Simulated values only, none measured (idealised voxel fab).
Herein follows the process module entitled voxel transistor to metal.
Pictured: cross-section cut, 170 nm wide, on a grid of 5 nm square cells.
Cross-section layout: square cells on a grid; listed as bands, top to bottom; a band spans one or more cell rows.
Heights first: top, then bottom, in nm. Then materials, left to right, each with a width in nm. "edge to edge" on a single material: fills the band edge to edge. "air": empty space.
A quick word on heights: they are counted from 0, and under that level the wafer as it came to us is one material throughout. The lowest band is different from the rest in having no bottom; it simply continues downward, written as in "0 and below".
You'd read "30->40" like this: the band's top row of cells is as wide as the first number, its bottom row is as wide as the second, and going down, every row changes width by the same amount as the row before did.
"nothing got changed" after a step means that no cell of the cross-section changed.
Listed in "Entrapped voids": every empty space of 8 or more cells without an open way to the top. Form: width x height at distance, the distance being from the left edge, all in nm.
Where a step's line continues beyond its settings, the continuation is a remark by the simulator itself on that step.
If you see "overlay nm" on a step's line and that step has a mask, it's telling you how far right of where it was planned the mask ended up; a negative number means it went left instead.
# Planned process steps
1. RECEIVE: material Si
2. CONFORMAL_DEP: material SiO2, thk nm 5
3. CONFORMAL_DEP: material SiN, thk nm 15
4. DIRECTIONAL_DEP: material aC, thk nm 10
5. PATTERN: tone cover, mask id ACTIVE, material resist, width nm 95, thk nm 25, overlay nm 0
6. DIRECTIONAL_ETCH: etch materials aC, depth nm 10
7. STRIP: etch materials resist
8. DIRECTIONAL_ETCH: etch materials SiN, depth nm 15
9. DIRECTIONAL_ETCH: etch materials SiO2, depth nm 5
10. DIRECTIONAL_ETCH: etch materials Si, depth nm 35
11. STRIP: etch materials aC
12. OXIDIZE: depth nm 5
13. FILL_DEP: material SiO2, thk nm 10
14. CMP: height nm 20
15. SELECTIVE_ETCH: etch materials SiO2, depth nm 10
16. STRIP: etch materials SiN
17. SELECTIVE_ETCH: etch materials SiO2, depth nm 5
18. OXIDIZE: depth nm 5
19. DIRECTIONAL_DEP: material polySi, thk nm 20
20. DIRECTIONAL_DEP: material SiCN, thk nm 15
21. MASKED_ETCH: tone cover, mask id GATE, width nm 15, etch materials SiCN, depth nm 25, overlay nm 0
22. MASKED_ETCH: tone cover, mask id GATE, width nm 15, etch materials polySi, depth nm 30, overlay nm 0
23. CONFORMAL_DEP: material SiN, thk nm 10
24. DIRECTIONAL_ETCH: etch materials SiN, depth nm 10
25. DIRECTIONAL_ETCH: etch materials SiO2, depth nm 5
26. DIRECTIONAL_ETCH: etch materials Si, depth nm 5
27. EPI: material SiGe, thk nm 10
28. FILL_DEP: material SiO2, thk nm 10
29. CMP: height nm 35
30. DIRECTIONAL_DEP: material SiO2, thk nm 15
31. DIRECTIONAL_DEP: material aC, thk nm 15
32. PATTERN: tone open, mask id CONTACT, material resist, width nm 15, pitch nm 70, thk nm 30, overlay nm 0
33. DIRECTIONAL_ETCH: etch materials aC, depth nm 15
34. STRIP: etch materials resist
35. DIRECTIONAL_ETCH: etch materials SiO2, depth nm 50
36. STRIP: etch materials aC
37. CONFORMAL_DEP: material TiN, thk nm 5
38. FILL_DEP: material Ru, thk nm 10
39. CMP: height nm 50
40. DIRECTIONAL_DEP: material TiN, thk nm 5
41. DIRECTIONAL_DEP: material W, thk nm 25
42. PATTERN: tone cover, mask id METAL_1, material resist, width nm 15, pitch nm 70, thk nm 20, overlay nm 0
43. DIRECTIONAL_ETCH: etch materials W, depth nm 25
44. DIRECTIONAL_ETCH: etch materials TiN, depth nm 5
45. STRIP: etch materials resist
46. FILL_DEP: material lowk, thk nm 10
47. CMP: height nm 80
48. CONFORMAL_DEP: material SiCN, thk nm 5
# This is the cross-section of the wafer as we received it, i.e. after step 1
- 0 and below | Si edge to edge
- Entrapped voids: none
# Cross-section: first of two wafers, module finished, run according to plan
- 85 down to 80 | SiCN edge to edge
- 80 down to 55 | 40 nm lowk, 15 nm W, 55 nm lowk, 15 nm W, 45 nm lowk
- 55 down to 50 | 40 nm lowk, 15 nm TiN, 55 nm lowk, 15 nm TiN, 45 nm lowk
- 50 down to 35 | 40 nm SiO2, 5 nm TiN, 5 nm Ru, 5 nm TiN, 55 nm SiO2, 5 nm TiN, 5 nm Ru, 5 nm TiN, 45 nm SiO2
- 35 down to 20 | 40 nm SiO2, 5 nm TiN, 5 nm Ru, 5 nm TiN, 10 nm SiO2, 10 nm SiN, 15 nm SiCN, 10 nm SiN, 10 nm SiO2, 5 nm TiN, 5 nm Ru, 5 nm TiN, 45 nm SiO2
- 20 down to 5 | 40 nm SiO2, 5 nm TiN, 5 nm Ru, 5 nm TiN, 10 nm SiO2, 10 nm SiN, 15 nm polySi, 10 nm SiN, 10 nm SiO2, 5 nm TiN, 5 nm Ru, 5 nm TiN, 45 nm SiO2
- 5 down to 0 | 30 nm SiO2, 10 nm SiN, 15 nm TiN, 10 nm SiGe, 10 nm SiN, 15 nm polySi, 10 nm SiN, 10 nm SiGe, 15 nm TiN, 10 nm SiN, 35 nm SiO2
- 0 down to -5 | 40 nm SiO2, 25 nm SiGe, 35 nm SiO2, 25 nm SiGe, 45 nm SiO2
- -5 down to -10 | 40 nm SiO2, 25 nm SiGe, 35 nm Si, 25 nm SiGe, 45 nm SiO2
- -10 down to -40 | 40 nm SiO2, 85 nm Si, 45 nm SiO2
- -40 and below | Si edge to edge
- Entrapped voids: none
# Now the second wafer, cross-sectioned at the end of the module. Nothing different at the start, nothing different in the plan compared with the first, just one mistake when it was actually run
- 85 down to 80 | SiCN edge to edge
- 80 down to 55 | 40 nm lowk, 15 nm W, 55 nm lowk, 15 nm W, 45 nm lowk
- 55 down to 50 | 40 nm lowk, 15 nm TiN, 55 nm lowk, 15 nm TiN, 45 nm lowk
- 50 down to 35 | 40 nm SiO2, 5 nm TiN, 5 nm Ru, 5 nm TiN, 55 nm SiO2, 5 nm TiN, 5 nm Ru, 5 nm TiN, 45 nm SiO2
- 35 down to 20 | 40 nm SiO2, 5 nm TiN, 5 nm Ru, 5 nm TiN, 10 nm SiO2, 10 nm SiN, 15 nm SiCN, 10 nm SiN, 10 nm SiO2, 5 nm TiN, 5 nm Ru, 5 nm TiN, 45 nm SiO2
- 20 down to 10 | 40 nm SiO2, 5 nm TiN, 5 nm Ru, 5 nm TiN, 5 nm SiO2, 10 nm SiN, 20 nm polySi, 10 nm SiN, 10 nm SiO2, 5 nm TiN, 5 nm Ru, 5 nm TiN, 45 nm SiO2
- 10 down to 5 | 40 nm SiO2, 15 nm TiN, 5 nm SiO2, 10 nm SiN, 20 nm polySi, 10 nm SiN, 10 nm SiO2, 5 nm TiN, 5 nm Ru, 5 nm TiN, 45 nm SiO2
- 5 down to 0 | 30 nm SiO2, 10 nm SiN, 10 nm TiN, 10 nm SiGe, 10 nm SiN, 20 nm polySi, 10 nm SiN, 10 nm SiGe, 15 nm TiN, 10 nm SiN, 35 nm SiO2
- 0 down to -5 | 40 nm SiO2, 20 nm SiGe, 40 nm SiO2, 25 nm SiGe, 45 nm SiO2
- -5 down to -10 | 40 nm SiO2, 20 nm SiGe, 40 nm Si, 25 nm SiGe, 45 nm SiO2
- -10 down to -40 | 40 nm SiO2, 85 nm Si, 45 nm SiO2
- -40 and below | Si edge to edge
- Entrapped voids: none
What was done differently from what was planned? step 22 ran with different settings than intended, the actual operation and settings being MASKED_ETCH: tone cover, mask id GATE, width nm 15, etch materials polySi, depth nm 30, overlay nm -5
It is noted that, at the conclusion of processing, the second wafer exhibits a higher or lower cell count for certain materials relative to the first: -1 Ru; +1 Si; -2 SiGe; -2 SiO2; +4 polySi
